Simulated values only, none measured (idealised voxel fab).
process module | voxel wiring stack
cross-section cut | 275 nm wide | cells 5 nm
A cross-section is a grid of square cells, given in bands from the top down. A band is one or more rows of cells.
Each band's line starts with the height of the band's top and of its bottom, in nm. Then come its materials from left to right, each with its width in nm. One material with "throughout" fills the band from edge to edge. "air" is empty space.
Height 0 is the level under which the wafer as received is all one material. The lowest band goes on downwards, as in "0 down".
A width such as "30 to 40" changes by the same amount from each row of cells to the next, from the band's top row to its bottom row.
"no change" after a step means that no cell of the cross-section changed.
closed voids: empty space of 8 cells or more with no open way to the top, each as width x height at its distance from the left edge, in nm
after a step's settings: what the simulator itself notes on the step
overlay nm, on a step with a mask: how far to the right of its planned place the mask lay; to the left if negative
plan
1 op RECEIVE | material Si
2 op CONFORMAL_DEP | material SiO2 | thk nm 10
3 op DIRECTIONAL_DEP | material TiN | thk nm 5
4 op DIRECTIONAL_DEP | material Ru | thk nm 20
5 op DIRECTIONAL_DEP | material aC | thk nm 10
6 op PATTERN | tone cover | mask id METAL_1 | material resist | width nm 25 | pitch nm 40 | thk nm 25 | overlay nm 0
7 op DIRECTIONAL_ETCH | etch materials aC | depth nm 10
8 op STRIP | etch materials resist
9 op DIRECTIONAL_ETCH | etch materials Ru | depth nm 20
10 op DIRECTIONAL_ETCH | etch materials TiN | depth nm 5
11 op STRIP | etch materials aC
12 op CONFORMAL_DEP | material SiN | thk nm 5
13 op FILL_DEP | material lowk | thk nm 5
14 op CMP | height nm 35
15 op CONFORMAL_DEP | material SiCN | thk nm 5
16 op DIRECTIONAL_DEP | material lowk | thk nm 20
17 op PATTERN | tone open | mask id PLUG_1 | material resist | width nm 15 | pitch nm 80 | thk nm 20 | overlay nm 0
18 op DIRECTIONAL_ETCH | etch materials lowk | depth nm 20
19 op DIRECTIONAL_ETCH | etch materials SiCN | depth nm 5
20 op STRIP | etch materials resist
21 op EPI | material Ru | thk nm 10
22 op EPI | material Ru | thk nm 10
23 op EPI | material Ru | thk nm 5
24 op DIRECTIONAL_DEP | material TiN | thk nm 5
25 op DIRECTIONAL_DEP | material W | thk nm 25
26 op DIRECTIONAL_DEP | material aC | thk nm 10
27 op PATTERN | tone cover | mask id METAL_2 | material resist | width nm 25 | pitch nm 40 | thk nm 30 | overlay nm 0
28 op DIRECTIONAL_ETCH | etch materials aC | depth nm 10
29 op STRIP | etch materials resist
30 op DIRECTIONAL_ETCH | etch materials W | depth nm 25
31 op DIRECTIONAL_ETCH | etch materials TiN | depth nm 5
32 op STRIP | etch materials aC
33 op FILL_DEP | material lowk | thk nm 10
34 op CMP | height nm 90
35 op CONFORMAL_DEP | material SiN | thk nm 5
as received, after step 1
  0 down: Si throughout
  closed voids: none
first wafer at the end, as planned
  95 to 90: SiN throughout
  90 to 65: lowk 65 | W 25 | lowk 15 | W 25 | lowk 15 | W 25 | lowk 15 | W 25 | lowk 65
  65 to 60: lowk 65 | TiN 25 | lowk 15 | TiN 25 | lowk 15 | TiN 25 | lowk 15 | TiN 25 | lowk 65
  60 to 40: lowk 65 | Ru 15 | lowk 65 | Ru 15 | lowk 115
  40 to 35: SiCN 65 | Ru 15 | SiCN 65 | Ru 15 | SiCN 115
  35 to 15: lowk 60 | SiN 5 | Ru 25 | SiN 5 | lowk 5 | SiN 5 | Ru 25 | SiN 5 | lowk 5 | SiN 5 | Ru 25 | SiN 5 | lowk 5 | SiN 5 | Ru 25 | SiN 5 | lowk 60
  15 to 10: SiN 65 | TiN 25 | SiN 15 | TiN 25 | SiN 15 | TiN 25 | SiN 15 | TiN 25 | SiN 65
  10 to 0: SiO2 throughout
  0 down: Si throughout
  closed voids: none
second wafer at the end: like start, like plan, one mistake
  95 to 90: SiN throughout
  90 to 85: lowk 65 | W 25 | lowk 15 | W 25 | lowk 15 | W 25 | lowk 15 | W 25 | lowk 65
  85 to 80: lowk 65 | W 15 | TiN 10 | lowk 15 | TiN 25 | lowk 15 | W 15 | TiN 10 | lowk 15 | TiN 25 | lowk 65
  80 to 65: lowk 65 | W 15 | lowk 65 | W 15 | lowk 115
  65 to 60: lowk 65 | TiN 15 | lowk 65 | TiN 15 | lowk 115
  60 to 40: lowk throughout
  40 to 35: SiCN throughout
  35 to 15: lowk 60 | SiN 5 | Ru 25 | SiN 5 | lowk 5 | SiN 5 | Ru 25 | SiN 5 | lowk 5 | SiN 5 | Ru 25 | SiN 5 | lowk 5 | SiN 5 | Ru 25 | SiN 5 | lowk 60
  15 to 10: SiN 65 | TiN 25 | SiN 15 | TiN 25 | SiN 15 | TiN 25 | SiN 15 | TiN 25 | SiN 65
  10 to 0: SiO2 throughout
  0 down: Si throughout
  closed voids: none
what went wrong: step 16 was run twice
at the end the second wafer has, in cells: 30 fewer of Ru | 6 more of SiCN | 56 fewer of W | 80 more of lowk
